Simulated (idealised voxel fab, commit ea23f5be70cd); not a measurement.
process module | voxel ribs on slabs
cross-section cut | 275 nm wide | cells 5 nm
A cross-section is a grid of square cells, given in bands from the top down. A band is one or more rows of cells.
Each band's line starts with the height of the band's top and of its bottom, in nm. Then come its materials from left to right, each with its width in nm. One material with "throughout" fills the band from edge to edge. "air" is empty space.
Height 0 is the level under which the wafer as received is all one material. The lowest band goes on downwards, as in "0 down".
A width such as "30 to 40" changes by the same amount from each row of cells to the next, from the band's top row to its bottom row.
"no change" after a step means that no cell of the cross-section changed.
closed voids: empty space of 8 cells or more with no open way to the top, each as width x height at its distance from the left edge, in nm
after a step's settings: what the simulator itself notes on the step
overlay nm, on a step with a mask: how far to the right of its planned place the mask lay; to the left if negative
plan
1 op RECEIVE | material Si
2 op DIRECTIONAL_DEP | material SiO2 | thk nm 30
3 op DIRECTIONAL_DEP | material SiN | thk nm 25
4 op PATTERN | tone cover | mask id RIB | material resist | width nm 30 | thk nm 20 | overlay nm 0
5 op DIRECTIONAL_ETCH | etch materials SiN | depth nm 10
6 op STRIP | etch materials resist
7 op DIRECTIONAL_DEP | material aC | thk nm 10
8 op PATTERN | tone cover | mask id SLAB | material resist | width nm 60 | thk nm 30 | overlay nm 0
9 op DIRECTIONAL_ETCH | etch materials aC | depth nm 10
10 op STRIP | etch materials resist
11 op DIRECTIONAL_ETCH | etch materials SiN | depth nm 15
12 op STRIP | etch materials aC
13 op FILL_DEP | material SiO2 | thk nm 20
14 op CMP | height nm 70
15 op DIRECTIONAL_DEP | material TiN | thk nm 10
16 op DIRECTIONAL_DEP | material aC | thk nm 15
17 op PATTERN | tone cover | mask id HEATER | material resist | width nm 40 | thk nm 35 | overlay nm 0
18 op DIRECTIONAL_ETCH | etch materials aC | depth nm 15
19 op STRIP | etch materials resist
20 op DIRECTIONAL_ETCH | etch materials TiN | depth nm 10
21 op STRIP | etch materials aC
22 op CONFORMAL_DEP | material SiO2 | thk nm 5
as received, after step 1
  0 down: Si throughout
  closed voids: none
first wafer at the end, as planned
  85 to 80: air 110 | SiO2 50 | air 115
  80 to 75: air 110 | SiO2 5 | TiN 40 | SiO2 5 | air 115
  75 to 70: SiO2 115 | TiN 40 | SiO2 120
  70 to 55: SiO2 throughout
  55 to 45: SiO2 120 | SiN 30 | SiO2 125
  45 to 30: SiO2 105 | SiN 60 | SiO2 110
  30 to 0: SiO2 throughout
  0 down: Si throughout
  closed voids: none
second wafer at the end: like start, like plan, one mistake
  85 to 80: air 110 | SiO2 50 | air 115
  80 to 75: air 110 | SiO2 5 | TiN 40 | SiO2 5 | air 115
  75 to 70: SiO2 115 | TiN 40 | SiO2 120
  70 to 65: SiO2 throughout
  65 to 55: SiO2 120 | SiN 30 | SiO2 125
  55 to 40: SiO2 105 | SiN 60 | SiO2 110
  40 to 0: SiO2 throughout
  0 down: Si throughout
  closed voids: none
what went wrong: step 2 ran as: op DIRECTIONAL_DEP | material SiO2 | thk nm 40
at the end the second wafer has, in cells: as many of each material as the first, in other places
